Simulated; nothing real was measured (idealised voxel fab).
The process module presented herein is designated voxel trench capacitor.
The figure presents cross-section cut, which has a width of 260 nm and is divided into square cells with an edge length of 5 nm.
The cross-sections in this document take the form of a grid made of square cells. They are written out as bands, in order from top to bottom. Each band consists of one or more rows of cells. A band entry consists of two parts. The first gives the height of the band's top and the height of its bottom, in nm. The rest lists the band's materials from left to right, each with its width in nm. A single material labelled with the word "throughout" fills the band from edge to edge, and the word "blank" marks empty space. Heights are expressed relative to 0, this being the level below which the as-received wafer comprises one material exclusively. The lowest band is unbounded in the downward direction and is denoted as in "0 nm and below". Note: "30..40" means the width goes from the first number (top row of the band) to the second number (bottom row) in equal steps per row of cells. Where a step carries "no alterations made", the cross-section came out of it unchanged, cell for cell. Reported under the label "Sealed cavities" are the empty spaces having no open way to the top and comprising 8 cells or more; the notation for each is width x height at distance, in which the distance is measured from the left edge and all three values are in nm. Past the settings on a step's line: simulator remark, on that step. overlay nm: mask offset rightward from planned place, masked step; negative means leftward offset.

### plan
1: RECEIVE with material Si
2: CONFORMAL_DEP with material SiN, thk nm 10
3: DIRECTIONAL_DEP with material aC, thk nm 15
4: PATTERN with tone open, mask id TRENCH, material resist, width nm 30, pitch nm 55, thk nm 30, overlay nm 0
5: DIRECTIONAL_ETCH with etch materials aC, depth nm 15
6: STRIP with etch materials resist
7: DIRECTIONAL_ETCH with etch materials SiN, depth nm 10
8: DIRECTIONAL_ETCH with etch materials Si, depth nm 30
9: STRIP with etch materials aC
10: CONFORMAL_DEP with material HfO2, thk nm 5
11: CONFORMAL_DEP with material TiN, thk nm 5
12: FILL_DEP with material W, thk nm 10
13: CMP with height nm 10

### Incoming wafer in cross-section (state: after step 1)
- 0 nm and below: Si throughout
- Sealed cavities: none

### first wafer at the end, as planned
- 10 nm to 0 nm: SiN (30), then HfO2 (5), then TiN (5), then W (10), then TiN (5), then HfO2 (5), then SiN (25), then HfO2 (5), then TiN (5), then W (10), then TiN (5), then HfO2 (5), then SiN (25), then HfO2 (5), then TiN (5), then W (10), then TiN (5), then HfO2 (5), then SiN (25), then HfO2 (5), then TiN (5), then W (10), then TiN (5), then HfO2 (5), then SiN (35)
- 0 nm to -20 nm: Si (30), then HfO2 (5), then TiN (5), then W (10), then TiN (5), then HfO2 (5), then Si (25), then HfO2 (5), then TiN (5), then W (10), then TiN (5), then HfO2 (5), then Si (25), then HfO2 (5), then TiN (5), then W (10), then TiN (5), then HfO2 (5), then Si (25), then HfO2 (5), then TiN (5), then W (10), then TiN (5), then HfO2 (5), then Si (35)
- -20 nm to -25 nm: Si (30), then HfO2 (5), then TiN (20), then HfO2 (5), then Si (25), then HfO2 (5), then TiN (20), then HfO2 (5), then Si (25), then HfO2 (5), then TiN (20), then HfO2 (5), then Si (25), then HfO2 (5), then TiN (20), then HfO2 (5), then Si (35)
- -25 nm to -30 nm: Si (30), then HfO2 (30), then Si (25), then HfO2 (30), then Si (25), then HfO2 (30), then Si (25), then HfO2 (30), then Si (35)
- -30 nm and below: Si throughout
- Sealed cavities: none

### Module end: cross-section of wafer two of two. Same start and process plan as the first wafer. One mistake during execution
- 30 nm to 20 nm: W throughout
- 20 nm to 15 nm: TiN (40), then W (10), then TiN (45), then W (10), then TiN (45), then W (10), then TiN (45), then W (10), then TiN (45)
- 15 nm to 10 nm: HfO2 (35), then TiN (5), then W (10), then TiN (5), then HfO2 (35), then TiN (5), then W (10), then TiN (5), then HfO2 (35), then TiN (5), then W (10), then TiN (5), then HfO2 (35), then TiN (5), then W (10), then TiN (5), then HfO2 (40)
- 10 nm to 0 nm: SiN (30), then HfO2 (5), then TiN (5), then W (10), then TiN (5), then HfO2 (5), then SiN (25), then HfO2 (5), then TiN (5), then W (10), then TiN (5), then HfO2 (5), then SiN (25), then HfO2 (5), then TiN (5), then W (10), then TiN (5), then HfO2 (5), then SiN (25), then HfO2 (5), then TiN (5), then W (10), then TiN (5), then HfO2 (5), then SiN (35)
- 0 nm to -20 nm: Si (30), then HfO2 (5), then TiN (5), then W (10), then TiN (5), then HfO2 (5), then Si (25), then HfO2 (5), then TiN (5), then W (10), then TiN (5), then HfO2 (5), then Si (25), then HfO2 (5), then TiN (5), then W (10), then TiN (5), then HfO2 (5), then Si (25), then HfO2 (5), then TiN (5), then W (10), then TiN (5), then HfO2 (5), then Si (35)
- -20 nm to -25 nm: Si (30), then HfO2 (5), then TiN (20), then HfO2 (5), then Si (25), then HfO2 (5), then TiN (20), then HfO2 (5), then Si (25), then HfO2 (5), then TiN (20), then HfO2 (5), then Si (25), then HfO2 (5), then TiN (20), then HfO2 (5), then Si (35)
- -25 nm to -30 nm: Si (30), then HfO2 (30), then Si (25), then HfO2 (30), then Si (25), then HfO2 (30), then Si (25), then HfO2 (30), then Si (35)
- -30 nm and below: Si throughout
- Sealed cavities: none
Run error: step 13 of the plan was jumped over and never run
Final wafer comparison in cells, second versus first, more or fewer per material: +36 HfO2; +52 TiN; +120 W
